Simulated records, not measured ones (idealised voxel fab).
Name of the process module below: voxel double patterning
In the cross-section labelled cut, the width is 180 nm and each square cell is 5 nm.
Cross-section = grid of square cells, listed top down in bands; band = one or more rows. Per band: top height and bottom height in nm, followed by the left-to-right materials and their widths in nm; "all across" marks a single material spanning edge to edge, "air" marks empty space. Counting heights begins at 0, where everything beneath is, in the wafer as received, one material. The lowest band has no bottom; it goes on downwards, as "from 0 down" shows. Width: "30 to 40" (first number = top row, second number = bottom row, same change from row to row of cells). Step note "stayed the same" = no cross-section cell changed. The entry titled "Internal closed voids" provides the empty spaces that have no open way to the top, restricted to those of 8 cells or more. Each is presented as width x height at distance, the distance being measured from the left edge, with all three in nm. Read whatever lies past the settings on a step's line as the simulator's own remark about the step. The "overlay nm" setting may appear on a step's line; for a step that uses a mask, it gives how far to the right of its planned position the mask lay, and a negative value indicates the left.

# Planned process steps
- 1: RECEIVE,material Si
- 2: CONFORMAL_DEP,material SiO2,thk nm 10
- 3: DIRECTIONAL_DEP,material polySi,thk nm 10
- 4: DIRECTIONAL_DEP,material SiN,thk nm 10
- 5: MASKED_ETCH,tone open,mask id FIRST,width nm 15,pitch nm 50,etch materials SiN,depth nm 10,overlay nm 0
- 6: DIRECTIONAL_DEP,material aC,thk nm 15
- 7: PATTERN,tone open,mask id SECOND,material resist,width nm 15,thk nm 35,overlay nm 0
- 8: DIRECTIONAL_ETCH,etch materials aC,depth nm 15
- 9: STRIP,etch materials resist
- 10: DIRECTIONAL_ETCH,etch materials SiN,depth nm 10
- 11: STRIP,etch materials aC
- 12: DIRECTIONAL_ETCH,etch materials polySi,depth nm 10
- 13: STRIP,etch materials SiN

# First of the two wafers, run per plan

# As-received wafer cross-section (after step 1)
- from 0 down = Si all across
- Internal closed voids: none

# Cross-section through the wafer, step 2 finished
- from 10 to 0 = SiO2 all across
- All layers under 0 are left as they were.

# Cross-section through the wafer, step 3 finished
- from 20 to 10 = polySi all across
- All layers under 10 are left as they were.

# Cross-section through the wafer, step 4 finished
- from 30 to 20 = SiN all across
- All layers under 20 are left as they were.

# Cross-section through the wafer, step 5 finished
- from 30 to 20 = 55 SiN, 15 air, 35 SiN, 15 air, 60 SiN
- All layers under 20 are left as they were.

# Cross-section through the wafer, step 6 finished
- from 45 to 35 = 55 aC, 15 air, 35 aC, 15 air, 60 aC
- from 35 to 30 = aC all across
- from 30 to 20 = 55 SiN, 15 aC, 35 SiN, 15 aC, 60 SiN
- All layers under 20 are left as they were.

# Cross-section through the wafer, step 7 finished
- from 80 to 45 = 80 resist, 15 air, 85 resist
- from 45 to 35 = 55 aC, 15 resist, 35 aC, 15 resist, 60 aC
- All layers under 35 are left as they were.

# Cross-section through the wafer, step 8 finished
- from 65 to 45 = 80 resist, 15 air, 85 resist
- from 45 to 35 = 55 aC, 15 resist, 10 aC, 15 air, 10 aC, 15 resist, 60 aC
- from 35 to 30 = 80 aC, 15 air, 85 aC
- All layers under 30 are left as they were.

# Cross-section through the wafer, step 9 finished
- from 45 to 35 = 55 aC, 15 air, 10 aC, 15 air, 10 aC, 15 air, 60 aC
- All layers under 35 are left as they were.

# Cross-section through the wafer, step 10 finished
- from 45 to 35 = 55 aC, 15 air, 10 aC, 15 air, 10 aC, 15 air, 60 aC
- from 35 to 30 = 80 aC, 15 air, 85 aC
- from 30 to 20 = 55 SiN, 15 aC, 10 SiN, 15 air, 10 SiN, 15 aC, 60 SiN
- All layers under 20 are left as they were.

# Cross-section through the wafer, step 11 finished
- from 30 to 20 = 55 SiN, 15 air, 10 SiN, 15 air, 10 SiN, 15 air, 60 SiN
- All layers under 20 are left as they were.

# Cross-section through the wafer, step 12 finished
- from 30 to 20 = 55 SiN, 15 air, 10 SiN, 15 air, 10 SiN, 15 air, 60 SiN
- from 20 to 10 = 55 polySi, 15 air, 10 polySi, 15 air, 10 polySi, 15 air, 60 polySi
- All layers under 10 are left as they were.

# Cross-section through the wafer, step 13 finished
- from 20 to 10 = 55 polySi, 15 air, 10 polySi, 15 air, 10 polySi, 15 air, 60 polySi
- All layers under 10 are left as they were.

# It is to be noted that the second wafer proceeded from the same initial state and according to the same plan as the first, although one mistake was committed in its execution; through step 4, inclusive, the two wafers share an identical history

# Second wafer: cross-section at the scheduled end of step 5
- from 30 to 20 = 55 SiN, 20 air, 30 SiN, 20 air, 55 SiN
- All layers under 20 are left as they were.

# Second wafer: cross-section at the scheduled end of step 6
- from 45 to 35 = 55 aC, 20 air, 30 aC, 20 air, 55 aC
- from 35 to 30 = aC all across
- from 30 to 20 = 55 SiN, 20 aC, 30 SiN, 20 aC, 55 SiN
- All layers under 20 are left as they were.

# Second wafer: cross-section at the scheduled end of step 7
- from 80 to 45 = 80 resist, 15 air, 85 resist
- from 45 to 35 = 55 aC, 20 resist, 30 aC, 20 resist, 55 aC
- All layers under 35 are left as they were.

# Second wafer: cross-section at the scheduled end of step 8
- from 65 to 45 = 80 resist, 15 air, 85 resist
- from 45 to 35 = 55 aC, 20 resist, 5 aC, 15 air, 10 aC, 20 resist, 55 aC
- from 35 to 30 = 80 aC, 15 air, 85 aC
- All layers under 30 are left as they were.

# Second wafer: cross-section at the scheduled end of step 9
- from 45 to 35 = 55 aC, 20 air, 5 aC, 15 air, 10 aC, 20 air, 55 aC
- All layers under 35 are left as they were.

# Second wafer: cross-section at the scheduled end of step 10
- from 45 to 35 = 55 aC, 20 air, 5 aC, 15 air, 10 aC, 20 air, 55 aC
- from 35 to 30 = 80 aC, 15 air, 85 aC
- from 30 to 20 = 55 SiN, 20 aC, 5 SiN, 15 air, 10 SiN, 20 aC, 55 SiN
- All layers under 20 are left as they were.

# Second wafer: cross-section at the scheduled end of step 11
- from 30 to 20 = 55 SiN, 20 air, 5 SiN, 15 air, 10 SiN, 20 air, 55 SiN
- All layers under 20 are left as they were.

# Second wafer: cross-section at the scheduled end of step 12
- from 30 to 20 = 55 SiN, 20 air, 5 SiN, 15 air, 10 SiN, 20 air, 55 SiN
- from 20 to 10 = 55 polySi, 20 air, 5 polySi, 15 air, 10 polySi, 20 air, 55 polySi
- All layers under 10 are left as they were.

# Second wafer: cross-section at the scheduled end of step 13
- from 20 to 10 = 55 polySi, 20 air, 5 polySi, 15 air, 10 polySi, 20 air, 55 polySi
- All layers under 10 are left as they were.
In executing the process, a mistake was made relative to the plan: off-plan run, step 5, actual operation and settings MASKED_ETCH,tone open,mask id FIRST,width nm 20,pitch nm 50,etch materials SiN,depth nm 10,overlay nm 0
Count the cells at the end and the second wafer has more or fewer of some materials than the first: polySi: 4 fewer
